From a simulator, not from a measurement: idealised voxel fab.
Process module name: voxel spacer lines
FYI the section here is cut, 295 nm wide, cells are 5 nm squares.
Bands, listed from the top down, are how a cross-section gets written in this document; the cross-section itself is a grid of square cells, and a band is one or more rows of them. For a band, the entry starts with two heights in nm, that of the top and then that of the bottom, and carries on with the band's materials in order from left to right, each alongside its width in nm; the word "throughout" beside a single material means it fills the band edge to edge, and "empty" means empty space. The reference from which all heights are counted is 0, the level beneath which the as-received wafer is entirely one material; the lowest band, having no lower bound, proceeds downward and is written after the example "from 0 down". So if you see something like "30->40" for the width, read it as the top row of the band sitting at the first number and the bottom row at the second, with every row in between moving by the same amount as the last. Step marked "no change occurred"? Then no cell in the cross-section changed in it. Enclosed voids (no open way to top), threshold 8 cells or more, entry "Closed void list", notation width x height at distance, distance from left edge, nm. What comes after the settings on a step's line is commentary from the simulator itself on that step. overlay nm: mask right of planned place by this much (step with mask). Neg. = left.
LIST OF PLANNED PROCESS STEPS
1) RECEIVE, material Si
2) CONFORMAL_DEP, material SiO2, thk nm 5
3) DIRECTIONAL_DEP, material W, thk nm 15
4) DIRECTIONAL_DEP, material polySi, thk nm 20
5) PATTERN, tone cover, mask id MANDREL, material resist, width nm 15, pitch nm 60, thk nm 25, overlay nm 0
6) DIRECTIONAL_ETCH, etch materials polySi, depth nm 20
7) STRIP, etch materials resist
8) CONFORMAL_DEP, material SiN, thk nm 15
9) DIRECTIONAL_ETCH, etch materials SiN, depth nm 15
10) STRIP, etch materials polySi
11) DIRECTIONAL_ETCH, etch materials W, depth nm 15
12) STRIP, etch materials SiN
CROSS-SECTION OF THE WAFER AT RECEIPT, WHICH IS THE CONDITION AFTER STEP 1
	from 0 down  Si throughout
	Closed void list: none
MODULE COMPLETE - CROSS-SECTION OF THE FIRST OF TWO WAFERS, RUN ACCORDING TO PLAN
	from 20 to 5  65 empty | 15 W | 15 empty | 15 W | 15 empty | 15 W | 15 empty | 15 W | 15 empty | 15 W | 15 empty | 15 W | 65 empty
	from 5 to 0  SiO2 throughout
	from 0 down  Si throughout
	Closed void list: none
WAFER TWO, END OF MODULE, CROSS-SECTION. SAME START, SAME PLAN AS WAFER ONE. ONE MISTAKE IN THE RUN
	from 40 to 20  80 empty | 15 polySi | 45 empty | 15 polySi | 45 empty | 15 polySi | 80 empty
	from 20 to 5  80 empty | 15 W | 45 empty | 15 W | 45 empty | 15 W | 80 empty
	from 5 to 0  SiO2 throughout
	from 0 down  Si throughout
	Closed void list: none
So what did we get wrong on this run? step 10: run off-plan, actual operation and settings STRIP, etch materials SiN
End of process, cell counts, second wafer against first, materials with more or fewer: -27 W, +36 polySi
